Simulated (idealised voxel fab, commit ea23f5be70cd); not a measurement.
The following process module bears the name voxel gate over fins.
Xsec cut, 250 nm wide, square cell size 5 nm.
Just so we're on the same page, the cross-sections are grids of square cells, and they're listed out in bands top to bottom, each band one or more rows deep.
The band entry comprises the height of the band's top followed by the height of its bottom, expressed in nm, and subsequently the band's materials from left to right, each stated together with its width in nm. Where a single material is marked with the word "all across", that material fills the band from edge to edge. The word "air" represents empty space.
Heights from 0 (as-received wafer is one material below). Bottom band endless downward, as "0 and below".
Think of "30 to 40" as a width that walks from the first number to the second as you go down the band, top row to bottom row, taking equal-sized steps from row to row.
No cell of the cross-section changed in a step that is given as "nothing altered".
Empty spaces counting at least 8 cells and having no open way to the top are listed in "Enclosed internal voids". The notation width x height at distance is used for each, the distance being from the left edge and all three values in nm.
Where a step's line continues beyond its settings, the continuation is a remark by the simulator itself on that step.
Among the settings permitted on a step's line is "overlay nm"; applied to a step with a mask, it specifies the extent to which the mask lay to the right of its planned position, whereas a negative figure signifies a position to the left.
The following list gives the planned process steps
| 1 | RECEIVE with material Si |
| 2 | CONFORMAL_DEP with material SiN, thk nm 10 |
| 3 | PATTERN with tone cover, mask id FINS, material resist, width nm 15, pitch nm 60, thk nm 20, overlay nm 0 |
| 4 | DIRECTIONAL_ETCH with etch materials SiN, depth nm 10 |
| 5 | DIRECTIONAL_ETCH with etch materials Si, depth nm 40 |
| 6 | STRIP with etch materials resist |
| 7 | OXIDIZE with depth nm 5 |
| 8 | FILL_DEP with material SiO2, thk nm 5 |
| 9 | CMP with height nm 10 |
| 10 | MASKED_ETCH with tone open, mask id RAIL, width nm 15, etch materials SiO2, depth nm 45, overlay nm 0 |
| 11 | CONFORMAL_DEP with material TiN, thk nm 5 |
| 12 | FILL_DEP with material Ru, thk nm 10 |
| 13 | CMP with height nm 10 |
| 14 | SELECTIVE_ETCH with etch materials W Ru TiN, depth nm 25 |
| 15 | FILL_DEP with material SiO2, thk nm 5 |
| 16 | CMP with height nm 10 |
| 17 | SELECTIVE_ETCH with etch materials SiO2, depth nm 20 |
| 18 | STRIP with etch materials SiN |
| 19 | CONFORMAL_DEP with material HfO2, thk nm 5 |
| 20 | CONFORMAL_DEP with material TiN, thk nm 5 |
| 21 | CONFORMAL_DEP with material TiAl, thk nm 5 |
| 22 | CONFORMAL_DEP with material TiN, thk nm 5 |
| 23 | FILL_DEP with material W, thk nm 10 |
| 24 | CMP with height nm 25 |
| 25 | CONFORMAL_DEP with material SiCN, thk nm 10 |
What sets these wafers apart? The width nm at step 3. They all start alike, and the plan carries the first wafer's value.
Cross-section: the first of several wafers in its as-received state, i.e. following step 1
	0 and below  Si all across
	Enclosed internal voids: none
Quick look at the cross-section of the first of several wafers after step 25, which wraps up the module
	35 down to 25  SiCN all across
	25 down to 20  W all across
	20 down to 15  10 nm W, 45 nm TiN, 15 nm W, 45 nm TiN, 15 nm W, 45 nm TiN, 15 nm W, 45 nm TiN, 15 nm W
	15 down to 10  10 nm W, 5 nm TiN, 35 nm TiAl, 5 nm TiN, 15 nm W, 5 nm TiN, 35 nm TiAl, 5 nm TiN, 15 nm W, 5 nm TiN, 35 nm TiAl, 5 nm TiN, 15 nm W, 5 nm TiN, 35 nm TiAl, 5 nm TiN, 15 nm W
	10 down to 5  15 nm TiN, 5 nm TiAl, 25 nm TiN, 5 nm TiAl, 25 nm TiN, 5 nm TiAl, 25 nm TiN, 5 nm TiAl, 25 nm TiN, 5 nm TiAl, 25 nm TiN, 5 nm TiAl, 25 nm TiN, 5 nm TiAl, 25 nm TiN, 5 nm TiAl, 20 nm TiN
	5 down to 0  20 nm TiAl, 5 nm TiN, 15 nm HfO2, 5 nm TiN, 35 nm TiAl, 5 nm TiN, 15 nm HfO2, 5 nm TiN, 35 nm TiAl, 5 nm TiN, 15 nm HfO2, 5 nm TiN, 35 nm TiAl, 5 nm TiN, 15 nm HfO2, 5 nm TiN, 25 nm TiAl
	0 down to -5  25 nm TiN, 5 nm HfO2, 5 nm Si, 5 nm HfO2, 45 nm TiN, 5 nm HfO2, 5 nm Si, 5 nm HfO2, 45 nm TiN, 5 nm HfO2, 5 nm Si, 5 nm HfO2, 45 nm TiN, 5 nm HfO2, 5 nm Si, 5 nm HfO2, 30 nm TiN
	-5 down to -10  30 nm HfO2, 5 nm Si, 55 nm HfO2, 5 nm Si, 55 nm HfO2, 5 nm Si, 55 nm HfO2, 5 nm Si, 35 nm HfO2
	-10 down to -15  30 nm SiO2, 5 nm Si, 55 nm SiO2, 5 nm Si, 55 nm SiO2, 5 nm Si, 55 nm SiO2, 5 nm Si, 35 nm SiO2
	-15 down to -30  30 nm SiO2, 5 nm Si, 20 nm SiO2, 5 nm TiN, 5 nm Ru, 5 nm TiN, 20 nm SiO2, 5 nm Si, 55 nm SiO2, 5 nm Si, 55 nm SiO2, 5 nm Si, 35 nm SiO2
	-30 down to -35  30 nm SiO2, 5 nm Si, 20 nm SiO2, 15 nm TiN, 20 nm SiO2, 5 nm Si, 55 nm SiO2, 5 nm Si, 55 nm SiO2, 5 nm Si, 35 nm SiO2
	-35 down to -45  30 nm SiO2, 5 nm Si, 55 nm SiO2, 5 nm Si, 55 nm SiO2, 5 nm Si, 55 nm SiO2, 5 nm Si, 35 nm SiO2
	-45 and below  Si all across
	Enclosed internal voids: none
Here's the last wafer cross-sectioned at the end of the module
	35 down to 25  SiCN all across
	25 down to 20  W all across
	20 down to 15  5 nm W, 240 nm TiN, 5 nm W
	15 down to 10  5 nm W, 5 nm TiN, 50 nm TiAl, 10 nm TiN, 50 nm TiAl, 10 nm TiN, 50 nm TiAl, 10 nm TiN, 50 nm TiAl, 5 nm TiN, 5 nm W
	10 down to 5  10 nm TiN, 5 nm TiAl, 40 nm TiN, 5 nm TiAl, 10 nm TiN, 5 nm TiAl, 40 nm TiN, 5 nm TiAl, 10 nm TiN, 5 nm TiAl, 40 nm TiN, 5 nm TiAl, 10 nm TiN, 5 nm TiAl, 40 nm TiN, 5 nm TiAl, 10 nm TiN
	5 down to 0  15 nm TiAl, 5 nm TiN, 30 nm HfO2, 5 nm TiN, 20 nm TiAl, 5 nm TiN, 30 nm HfO2, 5 nm TiN, 20 nm TiAl, 5 nm TiN, 30 nm HfO2, 5 nm TiN, 20 nm TiAl, 5 nm TiN, 30 nm HfO2, 5 nm TiN, 15 nm TiAl
	0 down to -5  20 nm TiN, 5 nm HfO2, 20 nm Si, 5 nm HfO2, 30 nm TiN, 5 nm HfO2, 20 nm Si, 5 nm HfO2, 30 nm TiN, 5 nm HfO2, 20 nm Si, 5 nm HfO2, 30 nm TiN, 5 nm HfO2, 20 nm Si, 5 nm HfO2, 20 nm TiN
	-5 down to -10  25 nm HfO2, 20 nm Si, 40 nm HfO2, 20 nm Si, 40 nm HfO2, 20 nm Si, 40 nm HfO2, 20 nm Si, 25 nm HfO2
	-10 down to -15  25 nm SiO2, 20 nm Si, 40 nm SiO2, 20 nm Si, 40 nm SiO2, 20 nm Si, 40 nm SiO2, 20 nm Si, 25 nm SiO2
	-15 down to -30  25 nm SiO2, 20 nm Si, 10 nm SiO2, 5 nm TiN, 5 nm Ru, 5 nm TiN, 15 nm SiO2, 20 nm Si, 40 nm SiO2, 20 nm Si, 40 nm SiO2, 20 nm Si, 25 nm SiO2
	-30 down to -35  25 nm SiO2, 20 nm Si, 10 nm SiO2, 15 nm TiN, 15 nm SiO2, 20 nm Si, 40 nm SiO2, 20 nm Si, 40 nm SiO2, 20 nm Si, 25 nm SiO2
	-35 down to -45  25 nm SiO2, 20 nm Si, 40 nm SiO2, 20 nm Si, 40 nm SiO2, 20 nm Si, 40 nm SiO2, 20 nm Si, 25 nm SiO2
	-45 and below  Si all across
	Enclosed internal voids: none
So in this table every wafer gets its own row, and what you see is where it stands at the end of the module: for each material, how many cells it picked up (+) or gave up (-) since we received it, and after that its closed voids
width nm 15, +66 HfO2, +3 Ru, -414 Si, +100 SiCN, +310 SiO2, +66 TiAl, +141 TiN, +78 W, Enclosed internal voids: none
width nm 20, +66 HfO2, +3 Ru, -378 Si, +100 SiCN, +282 SiO2, +66 TiAl, +141 TiN, +70 W, Enclosed internal voids: none
width nm 25, +66 HfO2, +3 Ru, -342 Si, +100 SiCN, +254 SiO2, +66 TiAl, +141 TiN, +62 W, Enclosed internal voids: none
width nm 30, +66 HfO2, +3 Ru, -306 Si, +100 SiCN, +226 SiO2, +66 TiAl, +141 TiN, +54 W, Enclosed internal voids: none
